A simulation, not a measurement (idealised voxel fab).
Presented below is a process module, voxel spacer lines.
The cross-section shown here is cut; it is 220 nm wide and divided into square cells measuring 5 nm on a side.
Cross-sections here: square-cell grids, written as top-down lists of bands, a band being one or more rows of cells. This entry defines a band. It first specifies the height of the band's top and the height of its bottom in nm, and then specifies the band's materials from left to right, stating each material with its width in nm. The word "all across" identifies a single material that fills the band from edge to edge, while the word "blank" identifies empty space. Height reference: 0 = level under which incoming wafer is all one material. Lowest band: no bottom, runs on downward, e.g. "0 nm and below". With a width like "30..40", each row of cells in the band differs from the next by the same amount, the top row carrying the first number and the bottom row the second. "changes: none" means the step left every cell of the cross-section as it was. In "Voids, sealed" the enclosed voids are listed, meaning empty spaces of 8 cells or larger without any opening to the top. The form is width x height at distance, distance from the left edge, units nm. Note: text after step settings on the step line = simulator remark on that step. "overlay nm" answers the question of how far to the right of plan the mask lay on a step that has a mask, and when it is negative the answer is to the left. Every pair from here on: before one process step, after it. The after cross-section reaches only to the lowest band that changed. Below the pair: the step in between and its settings. Pairs can belong to different runs of this module on the same starting wafer; a pair carries on from the pair above only if the entry headed "Prior to processing" says so.

Prior to processing:
> 0 nm and below = Si all across
> Voids, sealed: none

Post-Step Cross-Section:
> 5 nm to 0 nm = Al2O3 all across
> Under 0: no change, same as before.
> Voids, sealed: none
Q: step between the cross-sections above? A: CONFORMAL_DEP with material Al2O3, thk nm 5

Prior to processing: see preceding pair, after cross-section.

Post-Step Cross-Section:
> 25 nm to 5 nm = TiN all across
> Under 5: no change, same as before.
> Voids, sealed: none
Q: step between the cross-sections above? A: DIRECTIONAL_DEP with material TiN, thk nm 20

Prior to processing: see preceding pair, after cross-section.

Post-Step Cross-Section:
> 45 nm to 25 nm = polySi all across
> Under 25: no change, same as before.
> Voids, sealed: none
Q: step between the cross-sections above? A: DIRECTIONAL_DEP with material polySi, thk nm 20

Prior to processing: see preceding pair, after cross-section.

Post-Step Cross-Section:
> 70 nm to 45 nm = 70 nm blank  15 nm resist  45 nm blank  15 nm resist  75 nm blank
> Under 45: no change, same as before.
> Voids, sealed: none
Q: step between the cross-sections above? A: PATTERN with tone cover, mask id MANDREL, material resist, width nm 15, pitch nm 60, thk nm 25, overlay nm 0

Prior to processing: see preceding pair, after cross-section.

Post-Step Cross-Section:
> 70 nm to 45 nm = 70 nm blank  15 nm resist  45 nm blank  15 nm resist  75 nm blank
> 45 nm to 25 nm = 70 nm blank  15 nm polySi  45 nm blank  15 nm polySi  75 nm blank
> Under 25: no change, same as before.
> Voids, sealed: none
Q: step between the cross-sections above? A: DIRECTIONAL_ETCH with etch materials polySi, depth nm 20

Prior to processing: see preceding pair, after cross-section.

Post-Step Cross-Section:
> 45 nm to 25 nm = 70 nm blank  15 nm polySi  45 nm blank  15 nm polySi  75 nm blank
> Under 25: no change, same as before.
> Voids, sealed: none
Q: step between the cross-sections above? A: STRIP with etch materials resist

Prior to processing: see preceding pair, after cross-section.

Post-Step Cross-Section:
> 60 nm to 45 nm = 55 nm blank  45 nm SiN  15 nm blank  45 nm SiN  60 nm blank
> 45 nm to 40 nm = 55 nm blank  15 nm SiN  15 nm polySi  15 nm SiN  15 nm blank  15 nm SiN  15 nm polySi  15 nm SiN  60 nm blank
> 40 nm to 25 nm = 70 nm SiN  15 nm polySi  45 nm SiN  15 nm polySi  75 nm SiN
> Under 25: no change, same as before.
> Voids, sealed: none
Q: step between the cross-sections above? A: CONFORMAL_DEP with material SiN, thk nm 15

Prior to processing: see preceding pair, after cross-section.

Post-Step Cross-Section:
> 45 nm to 25 nm = 55 nm blank  15 nm SiN  15 nm polySi  15 nm SiN  15 nm blank  15 nm SiN  15 nm polySi  15 nm SiN  60 nm blank
> Under 25: no change, same as before.
> Voids, sealed: none
Q: step between the cross-sections above? A: DIRECTIONAL_ETCH with etch materials SiN, depth nm 15

Prior to processing: see preceding pair, after cross-section.

Post-Step Cross-Section:
> 45 nm to 25 nm = 55 nm blank  15 nm SiN  15 nm blank  15 nm SiN  15 nm blank  15 nm SiN  15 nm blank  15 nm SiN  60 nm blank
> Under 25: no change, same as before.
> Voids, sealed: none
Q: step between the cross-sections above? A: STRIP with etch materials polySi

Prior to processing: see preceding pair, after cross-section.

Post-Step Cross-Section:
> 45 nm to 25 nm = 55 nm blank  15 nm SiN  15 nm blank  15 nm SiN  15 nm blank  15 nm SiN  15 nm blank  15 nm SiN  60 nm blank
> 25 nm to 5 nm = 55 nm blank  15 nm TiN  15 nm blank  15 nm TiN  15 nm blank  15 nm TiN  15 nm blank  15 nm TiN  60 nm blank
> Under 5: no change, same as before.
> Voids, sealed: none
Q: step between the cross-sections above? A: DIRECTIONAL_ETCH with etch materials TiN, depth nm 20

Prior to processing: see preceding pair, after cross-section.

Post-Step Cross-Section:
> 25 nm to 5 nm = 55 nm blank  15 nm TiN  15 nm blank  15 nm TiN  15 nm blank  15 nm TiN  15 nm blank  15 nm TiN  60 nm blank
> Under 5: no change, same as before.
> Voids, sealed: none
Q: step between the cross-sections above? A: STRIP with etch materials SiN

Prior to processing:
> 0 nm and below = Si all across
> Voids, sealed: none

Post-Step Cross-Section:
> 20 nm to 0 nm = TiN all across
> Under 0: no change, same as before.
> Voids, sealed: none
Q: step between the cross-sections above? A: DIRECTIONAL_DEP with material TiN, thk nm 20

Prior to processing: see preceding pair, after cross-section.

Post-Step Cross-Section:
> 40 nm to 20 nm = polySi all across
> Under 20: no change, same as before.
> Voids, sealed: none
Q: step between the cross-sections above? A: DIRECTIONAL_DEP with material polySi, thk nm 20

Prior to processing: see preceding pair, after cross-section.

Post-Step Cross-Section:
> 65 nm to 40 nm = 70 nm blank  15 nm resist  45 nm blank  15 nm resist  75 nm blank
> Under 40: no change, same as before.
> Voids, sealed: none
Q: step between the cross-sections above? A: PATTERN with tone cover, mask id MANDREL, material resist, width nm 15, pitch nm 60, thk nm 25, overlay nm 0

Prior to processing: see preceding pair, after cross-section.

Post-Step Cross-Section:
> 65 nm to 40 nm = 70 nm blank  15 nm resist  45 nm blank  15 nm resist  75 nm blank
> 40 nm to 20 nm = 70 nm blank  15 nm polySi  45 nm blank  15 nm polySi  75 nm blank
> Under 20: no change, same as before.
> Voids, sealed: none
Q: step between the cross-sections above? A: DIRECTIONAL_ETCH with etch materials polySi, depth nm 20

Prior to processing: see preceding pair, after cross-section.

Post-Step Cross-Section:
> 40 nm to 20 nm = 70 nm blank  15 nm polySi  45 nm blank  15 nm polySi  75 nm blank
> Under 20: no change, same as before.
> Voids, sealed: none
Q: step between the cross-sections above? A: STRIP with etch materials resist

Prior to processing: see preceding pair, after cross-section.

Post-Step Cross-Section:
> 55 nm to 40 nm = 55 nm blank  45 nm SiN  15 nm blank  45 nm SiN  60 nm blank
> 40 nm to 35 nm = 55 nm blank  15 nm SiN  15 nm polySi  15 nm SiN  15 nm blank  15 nm SiN  15 nm polySi  15 nm SiN  60 nm blank
> 35 nm to 20 nm = 70 nm SiN  15 nm polySi  45 nm SiN  15 nm polySi  75 nm SiN
> Under 20: no change, same as before.
> Voids, sealed: none
Q: step between the cross-sections above? A: CONFORMAL_DEP with material SiN, thk nm 15

Prior to processing: see preceding pair, after cross-section.

Post-Step Cross-Section:
> 40 nm to 20 nm = 55 nm blank  15 nm SiN  15 nm polySi  15 nm SiN  15 nm blank  15 nm SiN  15 nm polySi  15 nm SiN  60 nm blank
> Under 20: no change, same as before.
> Voids, sealed: none
Q: step between the cross-sections above? A: DIRECTIONAL_ETCH with etch materials SiN, depth nm 15

Prior to processing: see preceding pair, after cross-section.

Post-Step Cross-Section:
> 40 nm to 20 nm = 55 nm blank  15 nm SiN  15 nm blank  15 nm SiN  15 nm blank  15 nm SiN  15 nm blank  15 nm SiN  60 nm blank
> Under 20: no change, same as before.
> Voids, sealed: none
Q: step between the cross-sections above? A: STRIP with etch materials polySi

Prior to processing: see preceding pair, after cross-section.

Post-Step Cross-Section:
> 40 nm to 20 nm = 55 nm blank  15 nm SiN  15 nm blank  15 nm SiN  15 nm blank  15 nm SiN  15 nm blank  15 nm SiN  60 nm blank
> 20 nm to 0 nm = 55 nm blank  15 nm TiN  15 nm blank  15 nm TiN  15 nm blank  15 nm TiN  15 nm blank  15 nm TiN  60 nm blank
> Under 0: no change, same as before.
> Voids, sealed: none
Q: step between the cross-sections above? A: DIRECTIONAL_ETCH with etch materials TiN, depth nm 20

Prior to processing: see preceding pair, after cross-section.

Post-Step Cross-Section:
> 20 nm to 0 nm = 55 nm blank  15 nm TiN  15 nm blank  15 nm TiN  15 nm blank  15 nm TiN  15 nm blank  15 nm TiN  60 nm blank
> Under 0: no change, same as before.
> Voids, sealed: none
Q: step between the cross-sections above? A: STRIP with etch materials SiN

Prior to processing:
> 25 nm to 5 nm = TiN all across
> 5 nm to 0 nm = Al2O3 all across
> 0 nm and below = Si all across
> Voids, sealed: none

Post-Step Cross-Section:
> 45 nm to 5 nm = TiN all across
> Under 5: no change, same as before.
> Voids, sealed: none
Q: step between the cross-sections above? A: DIRECTIONAL_DEP with material TiN, thk nm 20

Prior to processing: see preceding pair, after cross-section.

Post-Step Cross-Section:
> 65 nm to 45 nm = polySi all across
> Under 45: no change, same as before.
> Voids, sealed: none
Q: step between the cross-sections above? A: DIRECTIONAL_DEP with material polySi, thk nm 20

Prior to processing: see preceding pair, after cross-section.

Post-Step Cross-Section:
> 90 nm to 65 nm = 70 nm blank  15 nm resist  45 nm blank  15 nm resist  75 nm blank
> Under 65: no change, same as before.
> Voids, sealed: none
Q: step between the cross-sections above? A: PATTERN with tone cover, mask id MANDREL, material resist, width nm 15, pitch nm 60, thk nm 25, overlay nm 0

Prior to processing: see preceding pair, after cross-section.

Post-Step Cross-Section:
> 90 nm to 65 nm = 70 nm blank  15 nm resist  45 nm blank  15 nm resist  75 nm blank
> 65 nm to 45 nm = 70 nm blank  15 nm polySi  45 nm blank  15 nm polySi  75 nm blank
> Under 45: no change, same as before.
> Voids, sealed: none
Q: step between the cross-sections above? A: DIRECTIONAL_ETCH with etch materials polySi, depth nm 20

Prior to processing: see preceding pair, after cross-section.

Post-Step Cross-Section:
> 65 nm to 45 nm = 70 nm blank  15 nm polySi  45 nm blank  15 nm polySi  75 nm blank
> Under 45: no change, same as before.
> Voids, sealed: none
Q: step between the cross-sections above? A: STRIP with etch materials resist

Prior to processing: see preceding pair, after cross-section.

Post-Step Cross-Section:
> 80 nm to 65 nm = 55 nm blank  45 nm SiN  15 nm blank  45 nm SiN  60 nm blank
> 65 nm to 60 nm = 55 nm blank  15 nm SiN  15 nm polySi  15 nm SiN  15 nm blank  15 nm SiN  15 nm polySi  15 nm SiN  60 nm blank
> 60 nm to 45 nm = 70 nm SiN  15 nm polySi  45 nm SiN  15 nm polySi  75 nm SiN
> Under 45: no change, same as before.
> Voids, sealed: none
Q: step between the cross-sections above? A: CONFORMAL_DEP with material SiN, thk nm 15

Prior to processing: see preceding pair, after cross-section.

Post-Step Cross-Section:
> 65 nm to 45 nm = 55 nm blank  15 nm SiN  15 nm polySi  15 nm SiN  15 nm blank  15 nm SiN  15 nm polySi  15 nm SiN  60 nm blank
> Under 45: no change, same as before.
> Voids, sealed: none
Q: step between the cross-sections above? A: DIRECTIONAL_ETCH with etch materials SiN, depth nm 15

Prior to processing: see preceding pair, after cross-section.

Post-Step Cross-Section:
> 65 nm to 45 nm = 55 nm blank  15 nm SiN  15 nm blank  15 nm SiN  15 nm blank  15 nm SiN  15 nm blank  15 nm SiN  60 nm blank
> Under 45: no change, same as before.
> Voids, sealed: none
Q: step between the cross-sections above? A: STRIP with etch materials polySi

Prior to processing: see preceding pair, after cross-section.

Post-Step Cross-Section:
> 65 nm to 45 nm = 55 nm blank  15 nm SiN  15 nm blank  15 nm SiN  15 nm blank  15 nm SiN  15 nm blank  15 nm SiN  60 nm blank
> 45 nm to 25 nm = 55 nm blank  15 nm TiN  15 nm blank  15 nm TiN  15 nm blank  15 nm TiN  15 nm blank  15 nm TiN  60 nm blank
> Under 25: no change, same as before.
> Voids, sealed: none
Q: step between the cross-sections above? A: DIRECTIONAL_ETCH with etch materials TiN, depth nm 20

Prior to processing: see preceding pair, after cross-section.

Post-Step Cross-Section:
> 45 nm to 25 nm = 55 nm blank  15 nm TiN  15 nm blank  15 nm TiN  15 nm blank  15 nm TiN  15 nm blank  15 nm TiN  60 nm blank
> Under 25: no change, same as before.
> Voids, sealed: none
Q: step between the cross-sections above? A: STRIP with etch materials SiN

Prior to processing:
> 5 nm to 0 nm = Al2O3 all across
> 0 nm and below = Si all across
> Voids, sealed: none

Post-Step Cross-Section:
> 25 nm to 5 nm = polySi all across
> Under 5: no change, same as before.
> Voids, sealed: none
Q: step between the cross-sections above? A: DIRECTIONAL_DEP with material polySi, thk nm 20

Prior to processing: see preceding pair, after cross-section.

Post-Step Cross-Section:
> 45 nm to 25 nm = TiN all across
> Under 25: no change, same as before.
> Voids, sealed: none
Q: step between the cross-sections above? A: DIRECTIONAL_DEP with material TiN, thk nm 20

Prior to processing: see preceding pair, after cross-section.

Post-Step Cross-Section:
> 70 nm to 45 nm = 70 nm blank  15 nm resist  45 nm blank  15 nm resist  75 nm blank
> Under 45: no change, same as before.
> Voids, sealed: none
Q: step between the cross-sections above? A: PATTERN with tone cover, mask id MANDREL, material resist, width nm 15, pitch nm 60, thk nm 25, overlay nm 0

Prior to processing: see preceding pair, after cross-section.

Post-Step Cross-Section:
> 45 nm to 25 nm = TiN all across
> Under 25: no change, same as before.
> Voids, sealed: none
Q: step between the cross-sections above? A: STRIP with etch materials resist

Prior to processing: see preceding pair, after cross-section.

Post-Step Cross-Section:
> 60 nm to 45 nm = SiN all across
> Under 45: no change, same as before.
> Voids, sealed: none
Q: step between the cross-sections above? A: CONFORMAL_DEP with material SiN, thk nm 15

Prior to processing: see preceding pair, after cross-section.

Post-Step Cross-Section:
> 45 nm to 25 nm = TiN all across
> Under 25: no change, same as before.
> Voids, sealed: none
Q: step between the cross-sections above? A: DIRECTIONAL_ETCH with etch materials SiN, depth nm 15

Prior to processing: see preceding pair, after cross-section.

Post-Step Cross-Section:
> 25 nm to 5 nm = polySi all across
> Under 5: no change, same as before.
> Voids, sealed: none
Q: step between the cross-sections above? A: DIRECTIONAL_ETCH with etch materials TiN, depth nm 20

Prior to processing:
> 45 nm to 25 nm = 70 nm blank  15 nm polySi  45 nm blank  15 nm polySi  75 nm blank
> 25 nm to 5 nm = TiN all across
> 5 nm to 0 nm = Al2O3 all across
> 0 nm and below = Si all across
> Voids, sealed: none

Post-Step Cross-Section:
> 55 nm to 45 nm = 60 nm blank  35 nm SiN  25 nm blank  35 nm SiN  65 nm blank
> 45 nm to 35 nm = 60 nm blank  10 nm SiN  15 nm polySi  10 nm SiN  25 nm blank  10 nm SiN  15 nm polySi  10 nm SiN  65 nm blank
> 35 nm to 25 nm = 70 nm SiN  15 nm polySi  45 nm SiN  15 nm polySi  75 nm SiN
> Under 25: no change, same as before.
> Voids, sealed: none
Q: step between the cross-sections above? A: CONFORMAL_DEP with material SiN, thk nm 10

Prior to processing: see preceding pair, after cross-section.

Post-Step Cross-Section:
> 45 nm to 40 nm = 70 nm blank  15 nm polySi  45 nm blank  15 nm polySi  75 nm blank
> 40 nm to 25 nm = 60 nm blank  10 nm SiN  15 nm polySi  10 nm SiN  25 nm blank  10 nm SiN  15 nm polySi  10 nm SiN  65 nm blank
> Under 25: no change, same as before.
> Voids, sealed: none
Q: step between the cross-sections above? A: DIRECTIONAL_ETCH with etch materials SiN, depth nm 15

Prior to processing: see preceding pair, after cross-section.

Post-Step Cross-Section:
> 40 nm to 25 nm = 60 nm blank  10 nm SiN  15 nm blank  10 nm SiN  25 nm blank  10 nm SiN  15 nm blank  10 nm SiN  65 nm blank
> Under 25: no change, same as before.
> Voids, sealed: none
Q: step between the cross-sections above? A: STRIP with etch materials polySi

Prior to processing: see preceding pair, after cross-section.

Post-Step Cross-Section:
> 40 nm to 25 nm = 60 nm blank  10 nm SiN  15 nm blank  10 nm SiN  25 nm blank  10 nm SiN  15 nm blank  10 nm SiN  65 nm blank
> 25 nm to 5 nm = 60 nm blank  10 nm TiN  15 nm blank  10 nm TiN  25 nm blank  10 nm TiN  15 nm blank  10 nm TiN  65 nm blank
> Under 5: no change, same as before.
> Voids, sealed: none
Q: step between the cross-sections above? A: DIRECTIONAL_ETCH with etch materials TiN, depth nm 20

Prior to processing: see preceding pair, after cross-section.

Post-Step Cross-Section:
> 25 nm to 5 nm = 60 nm blank  10 nm TiN  15 nm blank  10 nm TiN  25 nm blank  10 nm TiN  15 nm blank  10 nm TiN  65 nm blank
> Under 5: no change, same as before.
> Voids, sealed: none
Q: step between the cross-sections above? A: STRIP with etch materials SiN

Prior to processing:
> 45 nm to 25 nm = polySi all across
> 25 nm to 5 nm = TiN all across
> 5 nm to 0 nm = Al2O3 all across
> 0 nm and below = Si all across
> Voids, sealed: none

Post-Step Cross-Section:
> 70 nm to 45 nm = 65 nm blank  25 nm resist  35 nm blank  25 nm resist  70 nm blank
> Under 45: no change, same as before.
> Voids, sealed: none
Q: step between the cross-sections above? A: PATTERN with tone cover, mask id MANDREL, material resist, width nm 25, pitch nm 60, thk nm 25, overlay nm 0

Prior to processing: see preceding pair, after cross-section.

Post-Step Cross-Section:
> 70 nm to 45 nm = 65 nm blank  25 nm resist  35 nm blank  25 nm resist  70 nm blank
> 45 nm to 25 nm = 65 nm blank  25 nm polySi  35 nm blank  25 nm polySi  70 nm blank
> Under 25: no change, same as before.
> Voids, sealed: none
Q: step between the cross-sections above? A: DIRECTIONAL_ETCH with etch materials polySi, depth nm 20

Prior to processing: see preceding pair, after cross-section.

Post-Step Cross-Section:
> 45 nm to 25 nm = 65 nm blank  25 nm polySi  35 nm blank  25 nm polySi  70 nm blank
> Under 25: no change, same as before.
> Voids, sealed: none
Q: step between the cross-sections above? A: STRIP with etch materials resist

Prior to processing: see preceding pair, after cross-section.

Post-Step Cross-Section:
> 60 nm to 45 nm = 50 nm blank  55 nm SiN  5 nm blank  55 nm SiN  55 nm blank
> 45 nm to 40 nm = 50 nm blank  15 nm SiN  25 nm polySi  15 nm SiN  5 nm blank  15 nm SiN  25 nm polySi  15 nm SiN  55 nm blank
> 40 nm to 25 nm = 65 nm SiN  25 nm polySi  35 nm SiN  25 nm polySi  70 nm SiN
> Under 25: no change, same as before.
> Voids, sealed: none
Q: step between the cross-sections above? A: CONFORMAL_DEP with material SiN, thk nm 15

Prior to processing: see preceding pair, after cross-section.

Post-Step Cross-Section:
> 45 nm to 25 nm = 50 nm blank  15 nm SiN  25 nm polySi  15 nm SiN  5 nm blank  15 nm SiN  25 nm polySi  15 nm SiN  55 nm blank
> Under 25: no change, same as before.
> Voids, sealed: none
Q: step between the cross-sections above? A: DIRECTIONAL_ETCH with etch materials SiN, depth nm 15

Prior to processing: see preceding pair, after cross-section.

Post-Step Cross-Section:
> 45 nm to 25 nm = 50 nm blank  15 nm SiN  25 nm blank  15 nm SiN  5 nm blank  15 nm SiN  25 nm blank  15 nm SiN  55 nm blank
> Under 25: no change, same as before.
> Voids, sealed: none
Q: step between the cross-sections above? A: STRIP with etch materials polySi

Prior to processing: see preceding pair, after cross-section.

Post-Step Cross-Section:
> 45 nm to 25 nm = 50 nm blank  15 nm SiN  25 nm blank  15 nm SiN  5 nm blank  15 nm SiN  25 nm blank  15 nm SiN  55 nm blank
> 25 nm to 5 nm = 50 nm blank  15 nm TiN  25 nm blank  15 nm TiN  5 nm blank  15 nm TiN  25 nm blank  15 nm TiN  55 nm blank
> Under 5: no change, same as before.
> Voids, sealed: none
Q: step between the cross-sections above? A: DIRECTIONAL_ETCH with etch materials TiN, depth nm 20

Prior to processing: see preceding pair, after cross-section.

Post-Step Cross-Section:
> 25 nm to 5 nm = 50 nm blank  15 nm TiN  25 nm blank  15 nm TiN  5 nm blank  15 nm TiN  25 nm blank  15 nm TiN  55 nm blank
> Under 5: no change, same as before.
> Voids, sealed: none
Q: step between the cross-sections above? A: STRIP with etch materials SiN

Prior to processing:
> 45 nm to 25 nm = polySi all across
> 25 nm to 5 nm = TiN all across
> 5 nm to 0 nm = Al2O3 all across
> 0 nm and below = Si all across
> Voids, sealed: none

Post-Step Cross-Section:
> 70 nm to 45 nm = 80 nm blank  15 nm resist  45 nm blank  15 nm resist  65 nm blank
> Under 45: no change, same as before.
> Voids, sealed: none
Q: step between the cross-sections above? A: PATTERN with tone cover, mask id MANDREL, material resist, width nm 15, pitch nm 60, thk nm 25, overlay nm 10

Prior to processing: see preceding pair, after cross-section.

Post-Step Cross-Section:
> 70 nm to 45 nm = 80 nm blank  15 nm resist  45 nm blank  15 nm resist  65 nm blank
> 45 nm to 25 nm = 80 nm blank  15 nm polySi  45 nm blank  15 nm polySi  65 nm blank
> Under 25: no change, same as before.
> Voids, sealed: none
Q: step between the cross-sections above? A: DIRECTIONAL_ETCH with etch materials polySi, depth nm 20

Prior to processing: see preceding pair, after cross-section.

Post-Step Cross-Section:
> 45 nm to 25 nm = 80 nm blank  15 nm polySi  45 nm blank  15 nm polySi  65 nm blank
> Under 25: no change, same as before.
> Voids, sealed: none
Q: step between the cross-sections above? A: STRIP with etch materials resist

Prior to processing: see preceding pair, after cross-section.

Post-Step Cross-Section:
> 60 nm to 45 nm = 65 nm blank  45 nm SiN  15 nm blank  45 nm SiN  50 nm blank
> 45 nm to 40 nm = 65 nm blank  15 nm SiN  15 nm polySi  15 nm SiN  15 nm blank  15 nm SiN  15 nm polySi  15 nm SiN  50 nm blank
> 40 nm to 25 nm = 80 nm SiN  15 nm polySi  45 nm SiN  15 nm polySi  65 nm SiN
> Under 25: no change, same as before.
> Voids, sealed: none
Q: step between the cross-sections above? A: CONFORMAL_DEP with material SiN, thk nm 15

Prior to processing: see preceding pair, after cross-section.

Post-Step Cross-Section:
> 45 nm to 25 nm = 65 nm blank  15 nm SiN  15 nm polySi  15 nm SiN  15 nm blank  15 nm SiN  15 nm polySi  15 nm SiN  50 nm blank
> Under 25: no change, same as before.
> Voids, sealed: none
Q: step between the cross-sections above? A: DIRECTIONAL_ETCH with etch materials SiN, depth nm 15

Prior to processing: see preceding pair, after cross-section.

Post-Step Cross-Section:
> 45 nm to 25 nm = 65 nm blank  15 nm SiN  15 nm blank  15 nm SiN  15 nm blank  15 nm SiN  15 nm blank  15 nm SiN  50 nm blank
> Under 25: no change, same as before.
> Voids, sealed: none
Q: step between the cross-sections above? A: STRIP with etch materials polySi

Prior to processing: see preceding pair, after cross-section.

Post-Step Cross-Section:
> 45 nm to 25 nm = 65 nm blank  15 nm SiN  15 nm blank  15 nm SiN  15 nm blank  15 nm SiN  15 nm blank  15 nm SiN  50 nm blank
> 25 nm to 5 nm = 65 nm blank  15 nm TiN  15 nm blank  15 nm TiN  15 nm blank  15 nm TiN  15 nm blank  15 nm TiN  50 nm blank
> Under 5: no change, same as before.
> Voids, sealed: none
Q: step between the cross-sections above? A: DIRECTIONAL_ETCH with etch materials TiN, depth nm 20

Prior to processing: see preceding pair, after cross-section.

Post-Step Cross-Section:
> 25 nm to 5 nm = 65 nm blank  15 nm TiN  15 nm blank  15 nm TiN  15 nm blank  15 nm TiN  15 nm blank  15 nm TiN  50 nm blank
> Under 5: no change, same as before.
> Voids, sealed: none
Q: step between the cross-sections above? A: STRIP with etch materials SiN

Prior to processing:
> 45 nm to 25 nm = 70 nm blank  15 nm polySi  45 nm blank  15 nm polySi  75 nm blank
> 25 nm to 5 nm = TiN all across
> 5 nm to 0 nm = Al2O3 all across
> 0 nm and below = Si all across
> Voids, sealed: none

Post-Step Cross-Section:
> 60 nm to 45 nm = 55 nm blank  45 nm Al2O3  15 nm blank  45 nm Al2O3  60 nm blank
> 45 nm to 40 nm = 55 nm blank  15 nm Al2O3  15 nm polySi  15 nm Al2O3  15 nm blank  15 nm Al2O3  15 nm polySi  15 nm Al2O3  60 nm blank
> 40 nm to 25 nm = 70 nm Al2O3  15 nm polySi  45 nm Al2O3  15 nm polySi  75 nm Al2O3
> Under 25: no change, same as before.
> Voids, sealed: none
Q: step between the cross-sections above? A: CONFORMAL_DEP with material Al2O3, thk nm 15

Prior to processing:
> 45 nm to 25 nm = polySi all across
> 25 nm to 5 nm = TiN all across
> 5 nm to 0 nm = Al2O3 all across
> 0 nm and below = Si all across
> Voids, sealed: none

Post-Step Cross-Section:
> 70 nm to 45 nm = 70 nm resist  15 nm blank  45 nm resist  15 nm blank  75 nm resist
> Under 45: no change, same as before.
> Voids, sealed: none
Q: step between the cross-sections above? A: PATTERN with tone open, mask id MANDREL, material resist, width nm 15, pitch nm 60, thk nm 25, overlay nm 0

Prior to processing: see preceding pair, after cross-section.

Post-Step Cross-Section:
> 70 nm to 45 nm = 70 nm resist  15 nm blank  45 nm resist  15 nm blank  75 nm resist
> 45 nm to 25 nm = 70 nm polySi  15 nm blank  45 nm polySi  15 nm blank  75 nm polySi
> Under 25: no change, same as before.
> Voids, sealed: none
Q: step between the cross-sections above? A: DIRECTIONAL_ETCH with etch materials polySi, depth nm 20

Prior to processing: see preceding pair, after cross-section.

Post-Step Cross-Section:
> 45 nm to 25 nm = 70 nm polySi  15 nm blank  45 nm polySi  15 nm blank  75 nm polySi
> Under 25: no change, same as before.
> Voids, sealed: none
Q: step between the cross-sections above? A: STRIP with etch materials resist

Prior to processing: see preceding pair, after cross-section.

Post-Step Cross-Section:
> 60 nm to 45 nm = SiN all across
> 45 nm to 25 nm = 70 nm polySi  15 nm SiN  45 nm polySi  15 nm SiN  75 nm polySi
> Under 25: no change, same as before.
> Voids, sealed: none
Q: step between the cross-sections above? A: CONFORMAL_DEP with material SiN, thk nm 15

Prior to processing: see preceding pair, after cross-section.

Post-Step Cross-Section:
> 45 nm to 25 nm = 70 nm polySi  15 nm SiN  45 nm polySi  15 nm SiN  75 nm polySi
> Under 25: no change, same as before.
> Voids, sealed: none
Q: step between the cross-sections above? A: DIRECTIONAL_ETCH with etch materials SiN, depth nm 15

Prior to processing: see preceding pair, after cross-section.

Post-Step Cross-Section:
> 45 nm to 25 nm = 70 nm blank  15 nm SiN  45 nm blank  15 nm SiN  75 nm blank
> Under 25: no change, same as before.
> Voids, sealed: none
Q: step between the cross-sections above? A: STRIP with etch materials polySi

Prior to processing: see preceding pair, after cross-section.

Post-Step Cross-Section:
> 45 nm to 25 nm = 70 nm blank  15 nm SiN  45 nm blank  15 nm SiN  75 nm blank
> 25 nm to 5 nm = 70 nm blank  15 nm TiN  45 nm blank  15 nm TiN  75 nm blank
> Under 5: no change, same as before.
> Voids, sealed: none
Q: step between the cross-sections above? A: DIRECTIONAL_ETCH with etch materials TiN, depth nm 20

Prior to processing: see preceding pair, after cross-section.

Post-Step Cross-Section:
> 25 nm to 5 nm = 70 nm blank  15 nm TiN  45 nm blank  15 nm TiN  75 nm blank
> Under 5: no change, same as before.
> Voids, sealed: none
Q: step between the cross-sections above? A: STRIP with etch materials SiN
